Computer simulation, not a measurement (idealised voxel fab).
process module | voxel self aligned contacts
cross-section cut | 265 nm wide | cells 5 nm
A cross-section is a grid of square cells, given in bands from the top down. A band is one or more rows of cells.
Each band's line starts with the height of the band's top and of its bottom, in nm. Then come its materials from left to right, each with its width in nm. One material with "throughout" fills the band from edge to edge. "air" is empty space.
Height 0 is the level under which the wafer as received is all one material. The lowest band goes on downwards, as in "0 down".
A width such as "30 to 40" changes by the same amount from each row of cells to the next, from the band's top row to its bottom row.
"no change" after a step means that no cell of the cross-section changed.
closed voids: empty space of 8 cells or more with no open way to the top, each as width x height at its distance from the left edge, in nm
after a step's settings: what the simulator itself notes on the step
overlay nm, on a step with a mask: how far to the right of its planned place the mask lay; to the left if negative
Each pair below shows a cross-section before one step and the cross-section after it, down to the lowest band that changed. The line under each pair gives the step between them, with its settings. The pairs can come from different runs of this module on the same starting wafer, so a pair continues from the pair above only where its "before" says so.
before
  0 down: Si throughout
  closed voids: none
after
  5 to 0: SiO2 throughout
  below 0: unchanged
  closed voids: none
the step between: op CONFORMAL_DEP | material SiO2 | thk nm 5
before: the cross-section after the pair above
after
  30 to 5: polySi throughout
  below 5: unchanged
  closed voids: none
the step between: op DIRECTIONAL_DEP | material polySi | thk nm 25
before: the cross-section after the pair above
after
  50 to 30: SiN throughout
  below 30: unchanged
  closed voids: none
the step between: op DIRECTIONAL_DEP | material SiN | thk nm 20
before: the cross-section after the pair above
after
  60 to 50: aC throughout
  below 50: unchanged
  closed voids: none
the step between: op DIRECTIONAL_DEP | material aC | thk nm 10
before: the cross-section after the pair above
after
  90 to 60: air 85 | resist 25 | air 45 | resist 25 | air 85
  below 60: unchanged
  closed voids: none
the step between: op PATTERN | tone cover | mask id GATE | material resist | width nm 25 | pitch nm 70 | thk nm 30 | overlay nm 0
before: the cross-section after the pair above
after
  80 to 60: air 85 | resist 25 | air 45 | resist 25 | air 85
  60 to 50: air 85 | aC 25 | air 45 | aC 25 | air 85
  below 50: unchanged
  closed voids: none
the step between: op DIRECTIONAL_ETCH | etch materials aC | depth nm 10
before: the cross-section after the pair above
after
  60 to 50: air 85 | aC 25 | air 45 | aC 25 | air 85
  below 50: unchanged
  closed voids: none
the step between: op STRIP | etch materials resist
before: the cross-section after the pair above
after
  60 to 50: air 85 | aC 25 | air 45 | aC 25 | air 85
  50 to 30: air 85 | SiN 25 | air 45 | SiN 25 | air 85
  below 30: unchanged
  closed voids: none
the step between: op DIRECTIONAL_ETCH | etch materials SiN | depth nm 20
before: the cross-section after the pair above
after
  60 to 50: air 85 | aC 25 | air 45 | aC 25 | air 85
  50 to 30: air 85 | SiN 25 | air 45 | SiN 25 | air 85
  30 to 5: air 85 | polySi 25 | air 45 | polySi 25 | air 85
  below 5: unchanged
  closed voids: none
the step between: op DIRECTIONAL_ETCH | etch materials polySi | depth nm 25
before: the cross-section after the pair above
after
  50 to 30: air 85 | SiN 25 | air 45 | SiN 25 | air 85
  below 30: unchanged
  closed voids: none
the step between: op STRIP | etch materials aC
before: the cross-section after the pair above
after
  60 to 30: air 75 | SiN 45 | air 25 | SiN 45 | air 75
  30 to 15: air 75 | SiN 10 | polySi 25 | SiN 10 | air 25 | SiN 10 | polySi 25 | SiN 10 | air 75
  15 to 5: SiN 85 | polySi 25 | SiN 45 | polySi 25 | SiN 85
  below 5: unchanged
  closed voids: none
the step between: op CONFORMAL_DEP | material SiN | thk nm 10
before: the cross-section after the pair above
after
  50 to 30: air 75 | SiN 45 | air 25 | SiN 45 | air 75
  30 to 5: air 75 | SiN 10 | polySi 25 | SiN 10 | air 25 | SiN 10 | polySi 25 | SiN 10 | air 75
  below 5: unchanged
  closed voids: none
the step between: op DIRECTIONAL_ETCH | etch materials SiN | depth nm 10
before: the cross-section after the pair above
after
  65 to 50: SiO2 throughout
  50 to 30: SiO2 75 | SiN 45 | SiO2 25 | SiN 45 | SiO2 75
  30 to 5: SiO2 75 | SiN 10 | polySi 25 | SiN 10 | SiO2 25 | SiN 10 | polySi 25 | SiN 10 | SiO2 75
  below 5: unchanged
  closed voids: none
the step between: op FILL_DEP | material SiO2 | thk nm 15
before: the cross-section after the pair above
after
  55 to 50: SiO2 throughout
  below 50: unchanged
  closed voids: none
the step between: op CMP | height nm 55
before: the cross-section after the pair above
after
  70 to 55: aC throughout
  below 55: unchanged
  closed voids: none
the step between: op DIRECTIONAL_DEP | material aC | thk nm 15
before: the cross-section after the pair above
after
  105 to 70: resist 105 | air 55 | resist 105
  below 70: unchanged
  closed voids: none
the step between: op PATTERN | tone open | mask id CONTACT | material resist | width nm 55 | thk nm 35 | overlay nm 0
before: the cross-section after the pair above
after
  90 to 70: resist 105 | air 55 | resist 105
  70 to 55: aC 105 | air 55 | aC 105
  below 55: unchanged
  closed voids: none
the step between: op DIRECTIONAL_ETCH | etch materials aC | depth nm 15
before: the cross-section after the pair above
after
  70 to 55: aC 105 | air 55 | aC 105
  below 55: unchanged
  closed voids: none
the step between: op STRIP | etch materials resist
before: the cross-section after the pair above
after
  70 to 55: aC 105 | air 55 | aC 105
  55 to 50: SiO2 105 | air 55 | SiO2 105
  50 to 30: SiO2 75 | SiN 45 | air 25 | SiN 45 | SiO2 75
  30 to 5: SiO2 75 | SiN 10 | polySi 25 | SiN 10 | air 25 | SiN 10 | polySi 25 | SiN 10 | SiO2 75
  5 to 0: SiO2 120 | air 25 | SiO2 120
  below 0: unchanged
  closed voids: none
the step between: op DIRECTIONAL_ETCH | etch materials SiO2 | depth nm 55
before: the cross-section after the pair above
after
  55 to 50: SiO2 105 | air 55 | SiO2 105
  below 50: unchanged
  closed voids: none
the step between: op STRIP | etch materials aC
before: the cross-section after the pair above
after
  60 to 55: TiN 110 | air 45 | TiN 110
  55 to 50: SiO2 105 | TiN 20 | air 15 | TiN 20 | SiO2 105
  50 to 30: SiO2 75 | SiN 45 | TiN 5 | air 15 | TiN 5 | SiN 45 | SiO2 75
  30 to 5: SiO2 75 | SiN 10 | polySi 25 | SiN 10 | TiN 5 | air 15 | TiN 5 | SiN 10 | polySi 25 | SiN 10 | SiO2 75
  5 to 0: SiO2 120 | TiN 25 | SiO2 120
  below 0: unchanged
  closed voids: none
the step between: op CONFORMAL_DEP | material TiN | thk nm 5
before: the cross-section after the pair above
after
  70 to 60: Ru throughout
  60 to 55: TiN 110 | Ru 45 | TiN 110
  55 to 50: SiO2 105 | TiN 20 | Ru 15 | TiN 20 | SiO2 105
  50 to 30: SiO2 75 | SiN 45 | TiN 5 | Ru 15 | TiN 5 | SiN 45 | SiO2 75
  30 to 5: SiO2 75 | SiN 10 | polySi 25 | SiN 10 | TiN 5 | Ru 15 | TiN 5 | SiN 10 | polySi 25 | SiN 10 | SiO2 75
  below 5: unchanged
  closed voids: none
the step between: op FILL_DEP | material Ru | thk nm 10
before: the cross-section after the pair above
after
  55 to 50: SiO2 105 | TiN 20 | Ru 15 | TiN 20 | SiO2 105
  below 50: unchanged
  closed voids: none
the step between: op CMP | height nm 55
before: the cross-section after the pair above
after
  60 to 55: SiN throughout
  below 55: unchanged
  closed voids: none
the step between: op CONFORMAL_DEP | material SiN | thk nm 5
before
  0 down: Si throughout
  closed voids: none
after
  25 to 0: polySi throughout
  below 0: unchanged
  closed voids: none
the step between: op DIRECTIONAL_DEP | material polySi | thk nm 25
before: the cross-section after the pair above
after
  45 to 25: SiN throughout
  below 25: unchanged
  closed voids: none
the step between: op DIRECTIONAL_DEP | material SiN | thk nm 20
before: the cross-section after the pair above
after
  55 to 45: aC throughout
  below 45: unchanged
  closed voids: none
the step between: op DIRECTIONAL_DEP | material aC | thk nm 10
before: the cross-section after the pair above
after
  85 to 55: air 85 | resist 25 | air 45 | resist 25 | air 85
  below 55: unchanged
  closed voids: none
the step between: op PATTERN | tone cover | mask id GATE | material resist | width nm 25 | pitch nm 70 | thk nm 30 | overlay nm 0
before: the cross-section after the pair above
after
  75 to 55: air 85 | resist 25 | air 45 | resist 25 | air 85
  55 to 45: air 85 | aC 25 | air 45 | aC 25 | air 85
  below 45: unchanged
  closed voids: none
the step between: op DIRECTIONAL_ETCH | etch materials aC | depth nm 10
before: the cross-section after the pair above
after
  55 to 45: air 85 | aC 25 | air 45 | aC 25 | air 85
  below 45: unchanged
  closed voids: none
the step between: op STRIP | etch materials resist
before: the cross-section after the pair above
after
  55 to 45: air 85 | aC 25 | air 45 | aC 25 | air 85
  45 to 25: air 85 | SiN 25 | air 45 | SiN 25 | air 85
  below 25: unchanged
  closed voids: none
the step between: op DIRECTIONAL_ETCH | etch materials SiN | depth nm 20
before: the cross-section after the pair above
after
  55 to 45: air 85 | aC 25 | air 45 | aC 25 | air 85
  45 to 25: air 85 | SiN 25 | air 45 | SiN 25 | air 85
  25 to 0: air 85 | polySi 25 | air 45 | polySi 25 | air 85
  below 0: unchanged
  closed voids: none
the step between: op DIRECTIONAL_ETCH | etch materials polySi | depth nm 25
before: the cross-section after the pair above
after
  45 to 25: air 85 | SiN 25 | air 45 | SiN 25 | air 85
  below 25: unchanged
  closed voids: none
the step between: op STRIP | etch materials aC
before: the cross-section after the pair above
after
  55 to 25: air 75 | SiN 45 | air 25 | SiN 45 | air 75
  25 to 10: air 75 | SiN 10 | polySi 25 | SiN 10 | air 25 | SiN 10 | polySi 25 | SiN 10 | air 75
  10 to 0: SiN 85 | polySi 25 | SiN 45 | polySi 25 | SiN 85
  below 0: unchanged
  closed voids: none
the step between: op CONFORMAL_DEP | material SiN | thk nm 10
before: the cross-section after the pair above
after
  45 to 25: air 75 | SiN 45 | air 25 | SiN 45 | air 75
  25 to 0: air 75 | SiN 10 | polySi 25 | SiN 10 | air 25 | SiN 10 | polySi 25 | SiN 10 | air 75
  below 0: unchanged
  closed voids: none
the step between: op DIRECTIONAL_ETCH | etch materials SiN | depth nm 10
before: the cross-section after the pair above
after
  60 to 45: SiO2 throughout
  45 to 25: SiO2 75 | SiN 45 | SiO2 25 | SiN 45 | SiO2 75
  25 to 0: SiO2 75 | SiN 10 | polySi 25 | SiN 10 | SiO2 25 | SiN 10 | polySi 25 | SiN 10 | SiO2 75
  below 0: unchanged
  closed voids: none
the step between: op FILL_DEP | material SiO2 | thk nm 15
before: the cross-section after the pair above
after
  55 to 45: SiO2 throughout
  below 45: unchanged
  closed voids: none
the step between: op CMP | height nm 55
before: the cross-section after the pair above
after
  70 to 55: aC throughout
  below 55: unchanged
  closed voids: none
the step between: op DIRECTIONAL_DEP | material aC | thk nm 15
before: the cross-section after the pair above
after
  105 to 70: resist 105 | air 55 | resist 105
  below 70: unchanged
  closed voids: none
the step between: op PATTERN | tone open | mask id CONTACT | material resist | width nm 55 | thk nm 35 | overlay nm 0
before: the cross-section after the pair above
after
  90 to 70: resist 105 | air 55 | resist 105
  70 to 55: aC 105 | air 55 | aC 105
  below 55: unchanged
  closed voids: none
the step between: op DIRECTIONAL_ETCH | etch materials aC | depth nm 15
before: the cross-section after the pair above
after
  70 to 55: aC 105 | air 55 | aC 105
  below 55: unchanged
  closed voids: none
the step between: op STRIP | etch materials resist
before: the cross-section after the pair above
after
  70 to 55: aC 105 | air 55 | aC 105
  55 to 45: SiO2 105 | air 55 | SiO2 105
  45 to 25: SiO2 75 | SiN 45 | air 25 | SiN 45 | SiO2 75
  25 to 0: SiO2 75 | SiN 10 | polySi 25 | SiN 10 | air 25 | SiN 10 | polySi 25 | SiN 10 | SiO2 75
  below 0: unchanged
  closed voids: none
the step between: op DIRECTIONAL_ETCH | etch materials SiO2 | depth nm 55
before: the cross-section after the pair above
after
  55 to 45: SiO2 105 | air 55 | SiO2 105
  below 45: unchanged
  closed voids: none
the step between: op STRIP | etch materials aC
before: the cross-section after the pair above
after
  60 to 55: TiN 110 | air 45 | TiN 110
  55 to 45: SiO2 105 | TiN 5 to 20 | air 45 to 15 | TiN 5 to 20 | SiO2 105
  45 to 25: SiO2 75 | SiN 45 | TiN 5 | air 15 | TiN 5 | SiN 45 | SiO2 75
  25 to 5: SiO2 75 | SiN 10 | polySi 25 | SiN 10 | TiN 5 | air 15 | TiN 5 | SiN 10 | polySi 25 | SiN 10 | SiO2 75
  5 to 0: SiO2 75 | SiN 10 | polySi 25 | SiN 10 | TiN 25 | SiN 10 | polySi 25 | SiN 10 | SiO2 75
  below 0: unchanged
  closed voids: none
the step between: op CONFORMAL_DEP | material TiN | thk nm 5
before: the cross-section after the pair above
after
  70 to 60: Ru throughout
  60 to 55: TiN 110 | Ru 45 | TiN 110
  55 to 45: SiO2 105 | TiN 5 to 20 | Ru 45 to 15 | TiN 5 to 20 | SiO2 105
  45 to 25: SiO2 75 | SiN 45 | TiN 5 | Ru 15 | TiN 5 | SiN 45 | SiO2 75
  25 to 5: SiO2 75 | SiN 10 | polySi 25 | SiN 10 | TiN 5 | Ru 15 | TiN 5 | SiN 10 | polySi 25 | SiN 10 | SiO2 75
  below 5: unchanged
  closed voids: none
the step between: op FILL_DEP | material Ru | thk nm 10
before: the cross-section after the pair above
after
  55 to 45: SiO2 105 | TiN 5 to 20 | Ru 45 to 15 | TiN 5 to 20 | SiO2 105
  below 45: unchanged
  closed voids: none
the step between: op CMP | height nm 55
before: the cross-section after the pair above
after
  60 to 55: SiN throughout
  below 55: unchanged
  closed voids: none
the step between: op CONFORMAL_DEP | material SiN | thk nm 5
before
  30 to 5: polySi throughout
  5 to 0: SiO2 throughout
  0 down: Si throughout
  closed voids: none
after
  55 to 5: polySi throughout
  below 5: unchanged
  closed voids: none
the step between: op DIRECTIONAL_DEP | material polySi | thk nm 25
before: the cross-section after the pair above
after
  75 to 55: SiN throughout
  below 55: unchanged
  closed voids: none
the step between: op DIRECTIONAL_DEP | material SiN | thk nm 20
before: the cross-section after the pair above
after
  85 to 75: aC throughout
  below 75: unchanged
  closed voids: none
the step between: op DIRECTIONAL_DEP | material aC | thk nm 10
before: the cross-section after the pair above
after
  115 to 85: air 85 | resist 25 | air 45 | resist 25 | air 85
  below 85: unchanged
  closed voids: none
the step between: op PATTERN | tone cover | mask id GATE | material resist | width nm 25 | pitch nm 70 | thk nm 30 | overlay nm 0
before: the cross-section after the pair above
after
  105 to 85: air 85 | resist 25 | air 45 | resist 25 | air 85
  85 to 75: air 85 | aC 25 | air 45 | aC 25 | air 85
  below 75: unchanged
  closed voids: none
the step between: op DIRECTIONAL_ETCH | etch materials aC | depth nm 10
before: the cross-section after the pair above
after
  85 to 75: air 85 | aC 25 | air 45 | aC 25 | air 85
  below 75: unchanged
  closed voids: none
the step between: op STRIP | etch materials resist
before: the cross-section after the pair above
after
  85 to 75: air 85 | aC 25 | air 45 | aC 25 | air 85
  75 to 55: air 85 | SiN 25 | air 45 | SiN 25 | air 85
  below 55: unchanged
  closed voids: none
the step between: op DIRECTIONAL_ETCH | etch materials SiN | depth nm 20
before: the cross-section after the pair above
after
  85 to 75: air 85 | aC 25 | air 45 | aC 25 | air 85
  75 to 55: air 85 | SiN 25 | air 45 | SiN 25 | air 85
  55 to 30: air 85 | polySi 25 | air 45 | polySi 25 | air 85
  below 30: unchanged
  closed voids: none
the step between: op DIRECTIONAL_ETCH | etch materials polySi | depth nm 25
before: the cross-section after the pair above
after
  75 to 55: air 85 | SiN 25 | air 45 | SiN 25 | air 85
  below 55: unchanged
  closed voids: none
the step between: op STRIP | etch materials aC
before: the cross-section after the pair above
after
  85 to 55: air 75 | SiN 45 | air 25 | SiN 45 | air 75
  55 to 40: air 75 | SiN 10 | polySi 25 | SiN 10 | air 25 | SiN 10 | polySi 25 | SiN 10 | air 75
  40 to 30: SiN 85 | polySi 25 | SiN 45 | polySi 25 | SiN 85
  below 30: unchanged
  closed voids: none
the step between: op CONFORMAL_DEP | material SiN | thk nm 10
before: the cross-section after the pair above
after
  75 to 55: air 75 | SiN 45 | air 25 | SiN 45 | air 75
  55 to 30: air 75 | SiN 10 | polySi 25 | SiN 10 | air 25 | SiN 10 | polySi 25 | SiN 10 | air 75
  below 30: unchanged
  closed voids: none
the step between: op DIRECTIONAL_ETCH | etch materials SiN | depth nm 10
before: the cross-section after the pair above
after
  90 to 75: SiO2 throughout
  75 to 55: SiO2 75 | SiN 45 | SiO2 25 | SiN 45 | SiO2 75
  55 to 30: SiO2 75 | SiN 10 | polySi 25 | SiN 10 | SiO2 25 | SiN 10 | polySi 25 | SiN 10 | SiO2 75
  below 30: unchanged
  closed voids: none
the step between: op FILL_DEP | material SiO2 | thk nm 15
before: the cross-section after the pair above
after
  55 to 30: SiO2 75 | SiN 10 | polySi 25 | SiN 10 | SiO2 25 | SiN 10 | polySi 25 | SiN 10 | SiO2 75
  below 30: unchanged
  closed voids: none
the step between: op CMP | height nm 55
before: the cross-section after the pair above
after
  70 to 55: aC throughout
  below 55: unchanged
  closed voids: none
the step between: op DIRECTIONAL_DEP | material aC | thk nm 15
before: the cross-section after the pair above
after
  105 to 70: resist 105 | air 55 | resist 105
  below 70: unchanged
  closed voids: none
the step between: op PATTERN | tone open | mask id CONTACT | material resist | width nm 55 | thk nm 35 | overlay nm 0
before: the cross-section after the pair above
after
  90 to 70: resist 105 | air 55 | resist 105
  70 to 55: aC 105 | air 55 | aC 105
  below 55: unchanged
  closed voids: none
the step between: op DIRECTIONAL_ETCH | etch materials aC | depth nm 15
before: the cross-section after the pair above
after
  70 to 55: aC 105 | air 55 | aC 105
  below 55: unchanged
  closed voids: none
the step between: op STRIP | etch materials resist
before: the cross-section after the pair above
after
  70 to 55: aC 105 | air 55 | aC 105
  55 to 30: SiO2 75 | SiN 10 | polySi 25 | SiN 10 | air 25 | SiN 10 | polySi 25 | SiN 10 | SiO2 75
  below 30: unchanged
  closed voids: none
the step between: op DIRECTIONAL_ETCH | etch materials SiO2 | depth nm 55
before: the cross-section after the pair above
after
  55 to 30: SiO2 75 | SiN 10 | polySi 25 | SiN 10 | air 25 | SiN 10 | polySi 25 | SiN 10 | SiO2 75
  below 30: unchanged
  closed voids: none
the step between: op STRIP | etch materials aC
before: the cross-section after the pair above
after
  60 to 55: TiN 125 | air 15 | TiN 125
  55 to 35: SiO2 75 | SiN 10 | polySi 25 | SiN 10 | TiN 5 | air 15 | TiN 5 | SiN 10 | polySi 25 | SiN 10 | SiO2 75
  35 to 30: SiO2 75 | SiN 10 | polySi 25 | SiN 10 | TiN 25 | SiN 10 | polySi 25 | SiN 10 | SiO2 75
  below 30: unchanged
  closed voids: none
the step between: op CONFORMAL_DEP | material TiN | thk nm 5
before: the cross-section after the pair above
after
  70 to 60: Ru throughout
  60 to 55: TiN 125 | Ru 15 | TiN 125
  55 to 35: SiO2 75 | SiN 10 | polySi 25 | SiN 10 | TiN 5 | Ru 15 | TiN 5 | SiN 10 | polySi 25 | SiN 10 | SiO2 75
  below 35: unchanged
  closed voids: none
the step between: op FILL_DEP | material Ru | thk nm 10
before: the cross-section after the pair above
after
  55 to 35: SiO2 75 | SiN 10 | polySi 25 | SiN 10 | TiN 5 | Ru 15 | TiN 5 | SiN 10 | polySi 25 | SiN 10 | SiO2 75
  below 35: unchanged
  closed voids: none
the step between: op CMP | height nm 55
before: the cross-section after the pair above
after
  60 to 55: SiN throughout
  below 55: unchanged
  closed voids: none
the step between: op CONFORMAL_DEP | material SiN | thk nm 5
before
  5 to 0: SiO2 throughout
  0 down: Si throughout
  closed voids: none
after
  25 to 5: SiN throughout
  below 5: unchanged
  closed voids: none
the step between: op DIRECTIONAL_DEP | material SiN | thk nm 20
before: the cross-section after the pair above
after
  50 to 25: polySi throughout
  below 25: unchanged
  closed voids: none
the step between: op DIRECTIONAL_DEP | material polySi | thk nm 25
before: the cross-section after the pair above
after
  60 to 50: aC throughout
  below 50: unchanged
  closed voids: none
the step between: op DIRECTIONAL_DEP | material aC | thk nm 10
before: the cross-section after the pair above
after
  90 to 60: air 85 | resist 25 | air 45 | resist 25 | air 85
  below 60: unchanged
  closed voids: none
the step between: op PATTERN | tone cover | mask id GATE | material resist | width nm 25 | pitch nm 70 | thk nm 30 | overlay nm 0
before: the cross-section after the pair above
after
  80 to 60: air 85 | resist 25 | air 45 | resist 25 | air 85
  60 to 50: air 85 | aC 25 | air 45 | aC 25 | air 85
  below 50: unchanged
  closed voids: none
the step between: op DIRECTIONAL_ETCH | etch materials aC | depth nm 10
before: the cross-section after the pair above
after
  60 to 50: air 85 | aC 25 | air 45 | aC 25 | air 85
  below 50: unchanged
  closed voids: none
the step between: op STRIP | etch materials resist
before: the cross-section after the pair above
after
  60 to 50: air 85 | aC 25 | air 45 | aC 25 | air 85
  50 to 25: air 85 | polySi 25 | air 45 | polySi 25 | air 85
  below 25: unchanged
  closed voids: none
the step between: op DIRECTIONAL_ETCH | etch materials polySi | depth nm 25
before: the cross-section after the pair above
after
  50 to 25: air 85 | polySi 25 | air 45 | polySi 25 | air 85
  below 25: unchanged
  closed voids: none
the step between: op STRIP | etch materials aC
before: the cross-section after the pair above
after
  60 to 50: air 75 | SiN 45 | air 25 | SiN 45 | air 75
  50 to 35: air 75 | SiN 10 | polySi 25 | SiN 10 | air 25 | SiN 10 | polySi 25 | SiN 10 | air 75
  35 to 25: SiN 85 | polySi 25 | SiN 45 | polySi 25 | SiN 85
  below 25: unchanged
  closed voids: none
the step between: op CONFORMAL_DEP | material SiN | thk nm 10
before: the cross-section after the pair above
after
  50 to 25: air 75 | SiN 10 | polySi 25 | SiN 10 | air 25 | SiN 10 | polySi 25 | SiN 10 | air 75
  below 25: unchanged
  closed voids: none
the step between: op DIRECTIONAL_ETCH | etch materials SiN | depth nm 10
before: the cross-section after the pair above
after
  65 to 50: SiO2 throughout
  50 to 25: SiO2 75 | SiN 10 | polySi 25 | SiN 10 | SiO2 25 | SiN 10 | polySi 25 | SiN 10 | SiO2 75
  below 25: unchanged
  closed voids: none
the step between: op FILL_DEP | material SiO2 | thk nm 15
before: the cross-section after the pair above
after
  55 to 50: SiO2 throughout
  below 50: unchanged
  closed voids: none
the step between: op CMP | height nm 55
before: the cross-section after the pair above
after
  70 to 55: aC throughout
  below 55: unchanged
  closed voids: none
the step between: op DIRECTIONAL_DEP | material aC | thk nm 15
before: the cross-section after the pair above
after
  105 to 70: resist 105 | air 55 | resist 105
  below 70: unchanged
  closed voids: none
the step between: op PATTERN | tone open | mask id CONTACT | material resist | width nm 55 | thk nm 35 | overlay nm 0
before: the cross-section after the pair above
after
  90 to 70: resist 105 | air 55 | resist 105
  70 to 55: aC 105 | air 55 | aC 105
  below 55: unchanged
  closed voids: none
the step between: op DIRECTIONAL_ETCH | etch materials aC | depth nm 15
before: the cross-section after the pair above
after
  70 to 55: aC 105 | air 55 | aC 105
  below 55: unchanged
  closed voids: none
the step between: op STRIP | etch materials resist
before: the cross-section after the pair above
after
  70 to 55: aC 105 | air 55 | aC 105
  55 to 50: SiO2 105 | air 55 | SiO2 105
  50 to 25: SiO2 75 | SiN 10 | polySi 25 | SiN 10 | air 25 | SiN 10 | polySi 25 | SiN 10 | SiO2 75
  below 25: unchanged
  closed voids: none
the step between: op DIRECTIONAL_ETCH | etch materials SiO2 | depth nm 55
before: the cross-section after the pair above
after
  55 to 50: SiO2 105 | air 55 | SiO2 105
  below 50: unchanged
  closed voids: none
the step between: op STRIP | etch materials aC
before: the cross-section after the pair above
after
  60 to 55: TiN 110 | air 45 | TiN 110
  55 to 50: SiO2 105 | TiN 20 | air 15 | TiN 20 | SiO2 105
  50 to 30: SiO2 75 | SiN 10 | polySi 25 | SiN 10 | TiN 5 | air 15 | TiN 5 | SiN 10 | polySi 25 | SiN 10 | SiO2 75
  30 to 25: SiO2 75 | SiN 10 | polySi 25 | SiN 10 | TiN 25 | SiN 10 | polySi 25 | SiN 10 | SiO2 75
  below 25: unchanged
  closed voids: none
the step between: op CONFORMAL_DEP | material TiN | thk nm 5
before: the cross-section after the pair above
after
  70 to 60: Ru throughout
  60 to 55: TiN 110 | Ru 45 | TiN 110
  55 to 50: SiO2 105 | TiN 20 | Ru 15 | TiN 20 | SiO2 105
  50 to 30: SiO2 75 | SiN 10 | polySi 25 | SiN 10 | TiN 5 | Ru 15 | TiN 5 | SiN 10 | polySi 25 | SiN 10 | SiO2 75
  below 30: unchanged
  closed voids: none
the step between: op FILL_DEP | material Ru | thk nm 10
before: the cross-section after the pair above
after
  55 to 50: SiO2 105 | TiN 20 | Ru 15 | TiN 20 | SiO2 105
  below 50: unchanged
  closed voids: none
the step between: op CMP | height nm 55
before: the cross-section after the pair above
after
  60 to 55: SiN throughout
  below 55: unchanged
  closed voids: none
the step between: op CONFORMAL_DEP | material SiN | thk nm 5
before
  70 to 60: Ru throughout
  60 to 55: TiN 110 | Ru 45 | TiN 110
  55 to 50: SiO2 105 | TiN 20 | Ru 15 | TiN 20 | SiO2 105
  50 to 30: SiO2 75 | SiN 45 | TiN 5 | Ru 15 | TiN 5 | SiN 45 | SiO2 75
  30 to 5: SiO2 75 | SiN 10 | polySi 25 | SiN 10 | TiN 5 | Ru 15 | TiN 5 | SiN 10 | polySi 25 | SiN 10 | SiO2 75
  5 to 0: SiO2 120 | TiN 25 | SiO2 120
  0 down: Si throughout
  closed voids: none
after
  60 to 55: TiN 110 | Ru 45 | TiN 110
  below 55: unchanged
  closed voids: none
the step between: op CMP | height nm 60
before: the cross-section after the pair above
after
  65 to 60: SiN throughout
  below 60: unchanged
  closed voids: none
the step between: op CONFORMAL_DEP | material SiN | thk nm 5
before
  70 to 55: aC throughout
  55 to 50: SiO2 throughout
  50 to 30: SiO2 75 | SiN 45 | SiO2 25 | SiN 45 | SiO2 75
  30 to 5: SiO2 75 | SiN 10 | polySi 25 | SiN 10 | SiO2 25 | SiN 10 | polySi 25 | SiN 10 | SiO2 75
  5 to 0: SiO2 throughout
  0 down: Si throughout
  closed voids: none
after
  105 to 70: resist 110 | air 50 | resist 105
  below 70: unchanged
  closed voids: none
the step between: op PATTERN | tone open | mask id CONTACT | material resist | width nm 50 | thk nm 35 | overlay nm 0
before: the cross-section after the pair above
after
  90 to 70: resist 110 | air 50 | resist 105
  70 to 55: aC 110 | air 50 | aC 105
  below 55: unchanged
  closed voids: none
the step between: op DIRECTIONAL_ETCH | etch materials aC | depth nm 15
before: the cross-section after the pair above
after
  70 to 55: aC 110 | air 50 | aC 105
  below 55: unchanged
  closed voids: none
the step between: op STRIP | etch materials resist
before: the cross-section after the pair above
after
  70 to 55: aC 110 | air 50 | aC 105
  55 to 50: SiO2 110 | air 50 | SiO2 105
  50 to 30: SiO2 75 | SiN 45 | air 25 | SiN 45 | SiO2 75
  30 to 5: SiO2 75 | SiN 10 | polySi 25 | SiN 10 | air 25 | SiN 10 | polySi 25 | SiN 10 | SiO2 75
  5 to 0: SiO2 120 | air 25 | SiO2 120
  below 0: unchanged
  closed voids: none
the step between: op DIRECTIONAL_ETCH | etch materials SiO2 | depth nm 55
before: the cross-section after the pair above
after
  55 to 50: SiO2 110 | air 50 | SiO2 105
  below 50: unchanged
  closed voids: none
the step between: op STRIP | etch materials aC
before: the cross-section after the pair above
after
  60 to 55: TiN 115 | air 40 | TiN 110
  55 to 50: SiO2 110 | TiN 15 | air 15 | TiN 20 | SiO2 105
  50 to 30: SiO2 75 | SiN 45 | TiN 5 | air 15 | TiN 5 | SiN 45 | SiO2 75
  30 to 5: SiO2 75 | SiN 10 | polySi 25 | SiN 10 | TiN 5 | air 15 | TiN 5 | SiN 10 | polySi 25 | SiN 10 | SiO2 75
  5 to 0: SiO2 120 | TiN 25 | SiO2 120
  below 0: unchanged
  closed voids: none
the step between: op CONFORMAL_DEP | material TiN | thk nm 5
before: the cross-section after the pair above
after
  70 to 60: Ru throughout
  60 to 55: TiN 115 | Ru 40 | TiN 110
  55 to 50: SiO2 110 | TiN 15 | Ru 15 | TiN 20 | SiO2 105
  50 to 30: SiO2 75 | SiN 45 | TiN 5 | Ru 15 | TiN 5 | SiN 45 | SiO2 75
  30 to 5: SiO2 75 | SiN 10 | polySi 25 | SiN 10 | TiN 5 | Ru 15 | TiN 5 | SiN 10 | polySi 25 | SiN 10 | SiO2 75
  below 5: unchanged
  closed voids: none
the step between: op FILL_DEP | material Ru | thk nm 10
before: the cross-section after the pair above
after
  55 to 50: SiO2 110 | TiN 15 | Ru 15 | TiN 20 | SiO2 105
  below 50: unchanged
  closed voids: none
the step between: op CMP | height nm 55
before: the cross-section after the pair above
after
  60 to 55: SiN throughout
  below 55: unchanged
  closed voids: none
the step between: op CONFORMAL_DEP | material SiN | thk nm 5
before
  60 to 50: aC throughout
  50 to 30: SiN throughout
  30 to 5: polySi throughout
  5 to 0: SiO2 throughout
  0 down: Si throughout
  closed voids: none
after
  90 to 60: air 90 | resist 25 | air 45 | resist 25 | air 80
  below 60: unchanged
  closed voids: none
the step between: op PATTERN | tone cover | mask id GATE | material resist | width nm 25 | pitch nm 70 | thk nm 30 | overlay nm 5
before: the cross-section after the pair above
after
  80 to 60: air 90 | resist 25 | air 45 | resist 25 | air 80
  60 to 50: air 90 | aC 25 | air 45 | aC 25 | air 80
  below 50: unchanged
  closed voids: none
the step between: op DIRECTIONAL_ETCH | etch materials aC | depth nm 10
before: the cross-section after the pair above
after
  60 to 50: air 90 | aC 25 | air 45 | aC 25 | air 80
  below 50: unchanged
  closed voids: none
the step between: op STRIP | etch materials resist
before: the cross-section after the pair above
after
  60 to 50: air 90 | aC 25 | air 45 | aC 25 | air 80
  50 to 30: air 90 | SiN 25 | air 45 | SiN 25 | air 80
  below 30: unchanged
  closed voids: none
the step between: op DIRECTIONAL_ETCH | etch materials SiN | depth nm 20
before: the cross-section after the pair above
after
  60 to 50: air 90 | aC 25 | air 45 | aC 25 | air 80
  50 to 30: air 90 | SiN 25 | air 45 | SiN 25 | air 80
  30 to 5: air 90 | polySi 25 | air 45 | polySi 25 | air 80
  below 5: unchanged
  closed voids: none
the step between: op DIRECTIONAL_ETCH | etch materials polySi | depth nm 25
before: the cross-section after the pair above
after
  50 to 30: air 90 | SiN 25 | air 45 | SiN 25 | air 80
  below 30: unchanged
  closed voids: none
the step between: op STRIP | etch materials aC
before: the cross-section after the pair above
after
  60 to 30: air 80 | SiN 45 | air 25 | SiN 45 | air 70
  30 to 15: air 80 | SiN 10 | polySi 25 | SiN 10 | air 25 | SiN 10 | polySi 25 | SiN 10 | air 70
  15 to 5: SiN 90 | polySi 25 | SiN 45 | polySi 25 | SiN 80
  below 5: unchanged
  closed voids: none
the step between: op CONFORMAL_DEP | material SiN | thk nm 10
